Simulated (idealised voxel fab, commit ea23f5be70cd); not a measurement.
The following process module bears the name voxel fin reveal.
In the cross-section labelled cut, the width is 185 nm and each square cell is 5 nm.
Cross-section = grid of square cells, listed top down in bands; band = one or more rows.
For a band, the entry starts with two heights in nm, that of the top and then that of the bottom, and carries on with the band's materials in order from left to right, each alongside its width in nm; the word "everywhere" beside a single material means it fills the band edge to edge, and "empty" means empty space.
A quick word on heights: they are counted from 0, and under that level the wafer as it came to us is one material throughout. The lowest band is different from the rest in having no bottom; it simply continues downward, written as in "0 -> down".
Read "30 to 40" as a graded width: first number on top, second number at the bottom, same change between each pair of neighbouring rows.
For the purposes of this document, the phrase "no alteration" attached to a step denotes that no cell within the cross-section was modified by that step.
If an empty space has no open way to the top and is at least 8 cells in size, "Trapped cavities" lists it, written width x height at distance, where distance is measured from the left edge and every value is in nm.
The remark found on a step's line after its settings is issued by the simulator itself and pertains to that step.
The line of a step may include "overlay nm". On a step with a mask, this value is how far to the right of its planned place the mask lay. A negative value means the mask lay to the left.
-- Intended process steps
- 1: RECEIVE (material Si)
- 2: CONFORMAL_DEP (material SiN; thk nm 10)
- 3: PATTERN (tone cover; mask id FINS; material resist; width nm 15; pitch nm 40; thk nm 20; overlay nm 0)
- 4: DIRECTIONAL_ETCH (etch materials SiN; depth nm 10)
- 5: DIRECTIONAL_ETCH (etch materials Si; depth nm 35)
- 6: STRIP (etch materials resist)
- 7: OXIDIZE (depth nm 5)
- 8: FILL_DEP (material SiO2; thk nm 10)
- 9: CMP (height nm 10)
- 10: SELECTIVE_ETCH (etch materials SiO2; depth nm 30)
- 11: STRIP (etch materials SiN)
- 12: CONFORMAL_DEP (material HfO2; thk nm 5)
-- Shown in cross-section is the wafer as received, that is, as it stands after step 1
> 0 -> down  Si everywhere
> Trapped cavities: none
-- Looking at the first of two wafers in cross-section at end of module - ran to plan
> 5 -> 0  empty 65 nm  HfO2 15 nm  empty 25 nm  HfO2 15 nm  empty 65 nm
> 0 -> -15  empty 65 nm  HfO2 5 nm  Si 5 nm  HfO2 5 nm  empty 25 nm  HfO2 5 nm  Si 5 nm  HfO2 5 nm  empty 65 nm
> -15 -> -20  HfO2 70 nm  Si 5 nm  HfO2 35 nm  Si 5 nm  HfO2 70 nm
> -20 -> -40  SiO2 70 nm  Si 5 nm  SiO2 35 nm  Si 5 nm  SiO2 70 nm
> -40 -> down  Si everywhere
> Trapped cavities: none
-- second wafer at the end: like start, like plan, one mistake
> 5 -> 0  empty 60 nm  HfO2 15 nm  empty 25 nm  HfO2 15 nm  empty 70 nm
> 0 -> -15  empty 60 nm  HfO2 5 nm  Si 5 nm  HfO2 5 nm  empty 25 nm  HfO2 5 nm  Si 5 nm  HfO2 5 nm  empty 70 nm
> -15 -> -20  HfO2 65 nm  Si 5 nm  HfO2 35 nm  Si 5 nm  HfO2 75 nm
> -20 -> -40  SiO2 65 nm  Si 5 nm  SiO2 35 nm  Si 5 nm  SiO2 75 nm
> -40 -> down  Si everywhere
> Trapped cavities: none
Short version of what went wrong: step 3 went in with a setting other than planned; the actual run was PATTERN (tone cover; mask id FINS; material resist; width nm 15; pitch nm 40; thk nm 20; overlay nm -5)
Upon completion, the cell count for each material on the second wafer equals that on the first, whereas the spatial distribution of those cells differs.
